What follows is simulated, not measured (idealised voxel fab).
The process module that follows is named voxel capacitor over wiring.
The width of the displayed cross-section, cut, is 140 nm; its cells are square, with a size of 5 nm.
If you're reading a cross-section in this doc, picture square cells in a grid; it comes to you as bands, top ones listed first down to the bottom, and a band can be one or more rows of cells. Look at the band entry: it leads with the top's height and the bottom's height in nm. Then it lists the materials left to right, with a width in nm for each. The word "everywhere" on a single material says that material fills the band edge to edge. The word "blank" is empty space. Heights are reckoned from 0. Under this level, the received wafer is all of one material. The bottommost band is open-ended downward, for example "0 down". Width spec "30 to 40" -> top row of cells at first value, bottom row at second value, equal per-row change in between. "nothing altered" after a step means that no cell of the cross-section changed. Each empty space that has no open way to the top and spans at least 8 cells appears under "Enclosed void catalog" as width x height at distance, the distance counted from the left edge, all in nm. Formally, on a step line, whatever follows the settings is a remark that the simulator itself makes on the step. The "overlay nm" setting may appear on a step's line; for a step that uses a mask, it gives how far to the right of its planned position the mask lay, and a negative value indicates the left.

So here's the lineup of process steps we planned:
1,RECEIVE (material Si)
2,CONFORMAL_DEP (material SiO2; thk nm 10)
3,CONFORMAL_DEP (material SiN; thk nm 5)
4,DIRECTIONAL_DEP (material SiO2; thk nm 15)
5,DIRECTIONAL_DEP (material aC; thk nm 10)
6,PATTERN (tone open; mask id METAL_1; material resist; width nm 25; pitch nm 80; thk nm 25; overlay nm 0)
7,DIRECTIONAL_ETCH (etch materials aC; depth nm 10)
8,STRIP (etch materials resist)
9,DIRECTIONAL_ETCH (etch materials SiO2; depth nm 15)
10,DIRECTIONAL_ETCH (etch materials SiN; depth nm 5)
11,STRIP (etch materials aC)
12,CONFORMAL_DEP (material TiN; thk nm 5)
13,FILL_DEP (material W; thk nm 10)
14,CMP (height nm 30)
15,EPI (material Ru; thk nm 5)
16,FILL_DEP (material SiCN; thk nm 5)
17,DIRECTIONAL_DEP (material SiO2; thk nm 20)
18,DIRECTIONAL_DEP (material aC; thk nm 15)
19,PATTERN (tone open; mask id PLUG_1; material resist; width nm 15; thk nm 30; overlay nm 0)
20,DIRECTIONAL_ETCH (etch materials aC; depth nm 15)
21,STRIP (etch materials resist)
22,DIRECTIONAL_ETCH (etch materials SiO2; depth nm 20)
23,DIRECTIONAL_ETCH (etch materials SiCN; depth nm 5)
24,STRIP (etch materials aC)
25,EPI (material Ru; thk nm 10)
26,EPI (material Ru; thk nm 10)
27,EPI (material Ru; thk nm 5)
28,DIRECTIONAL_DEP (material TiN; thk nm 10)
29,DIRECTIONAL_DEP (material SiN; thk nm 5)
30,DIRECTIONAL_DEP (material TiN; thk nm 10)
31,DIRECTIONAL_DEP (material aC; thk nm 15)
32,PATTERN (tone cover; mask id UPPER_PLATE; material resist; width nm 60; thk nm 35; overlay nm 0)
33,DIRECTIONAL_ETCH (etch materials aC; depth nm 15)
34,STRIP (etch materials resist)
35,DIRECTIONAL_ETCH (etch materials TiN; depth nm 10)
36,DIRECTIONAL_ETCH (etch materials SiN; depth nm 5)
37,STRIP (etch materials aC)
38,DIRECTIONAL_DEP (material aC; thk nm 15)
39,PATTERN (tone cover; mask id LOWER_PLATE; material resist; width nm 70; thk nm 30; overlay nm 0)
40,DIRECTIONAL_ETCH (etch materials aC; depth nm 15)
41,STRIP (etch materials resist)
42,DIRECTIONAL_ETCH (etch materials TiN; depth nm 10)
43,STRIP (etch materials aC)
44,FILL_DEP (material SiO2; thk nm 15)
45,CMP (height nm 95)
46,DIRECTIONAL_DEP (material aC; thk nm 15)
47,PATTERN (tone open; mask id PLUG_2; material resist; width nm 15; thk nm 35; overlay nm 0)
48,DIRECTIONAL_ETCH (etch materials aC; depth nm 15)
49,STRIP (etch materials resist)
50,DIRECTIONAL_ETCH (etch materials SiO2; depth nm 10)
51,STRIP (etch materials aC)
52,CONFORMAL_DEP (material TiN; thk nm 5)
53,FILL_DEP (material Cu; thk nm 5)
54,CMP (height nm 95)
55,CONFORMAL_DEP (material SiCN; thk nm 5)

Cross-section, incoming material, after step 1:
0 down: Si everywhere
Enclosed void catalog: none

Cross-section taken at module completion on the first of two wafers; processed per the plan:
100 to 95: SiCN everywhere
95 to 90: SiO2: 35 | TiN: 5 | Cu: 5 | TiN: 5 | SiO2: 90
90 to 85: SiO2: 35 | TiN: 15 | SiO2: 90
85 to 75: SiO2: 25 | TiN: 60 | SiO2: 55
75 to 70: SiO2: 25 | SiN: 60 | SiO2: 55
70 to 60: SiO2: 20 | TiN: 70 | SiO2: 50
60 to 40: SiO2: 25 | Ru: 15 | SiO2: 100
40 to 35: SiCN: 25 | Ru: 15 | SiCN: 100
35 to 30: SiCN: 10 | Ru: 35 | SiCN: 45 | Ru: 35 | SiCN: 15
30 to 15: SiO2: 15 | TiN: 5 | W: 15 | TiN: 5 | SiO2: 55 | TiN: 5 | W: 15 | TiN: 5 | SiO2: 20
15 to 10: SiN: 15 | TiN: 25 | SiN: 55 | TiN: 25 | SiN: 20
10 to 0: SiO2 everywhere
0 down: Si everywhere
Enclosed void catalog: none

End of module, second wafer, cross-section. Started like the first, planned like the first, run with one mistake:
100 to 95: SiCN everywhere
95 to 90: SiO2: 35 | TiN: 5 | Cu: 5 | TiN: 5 | SiO2: 90
90 to 85: SiO2: 35 | TiN: 15 | SiO2: 90
85 to 75: SiO2: 25 | TiN: 60 | SiO2: 55
75 to 70: SiO2: 25 | SiN: 60 | SiO2: 55
70 to 60: Ru everywhere
60 to 40: SiO2: 25 | Ru: 15 | SiO2: 100
40 to 35: SiCN: 25 | Ru: 15 | SiCN: 100
35 to 30: SiCN: 10 | Ru: 35 | SiCN: 45 | Ru: 35 | SiCN: 15
30 to 15: SiO2: 15 | TiN: 5 | W: 15 | TiN: 5 | SiO2: 55 | TiN: 5 | W: 15 | TiN: 5 | SiO2: 20
15 to 10: SiN: 15 | TiN: 25 | SiN: 55 | TiN: 25 | SiN: 20
10 to 0: SiO2 everywhere
0 down: Si everywhere
Enclosed void catalog: none
What broke from the plan during processing? heads up, step 28 didn't go per plan, it actually ran as DIRECTIONAL_DEP (material Ru; thk nm 10)
The second wafer ends with more or fewer cells of some materials than the first, per final count: 56 more of Ru | 28 fewer of SiO2 | 28 fewer of TiN
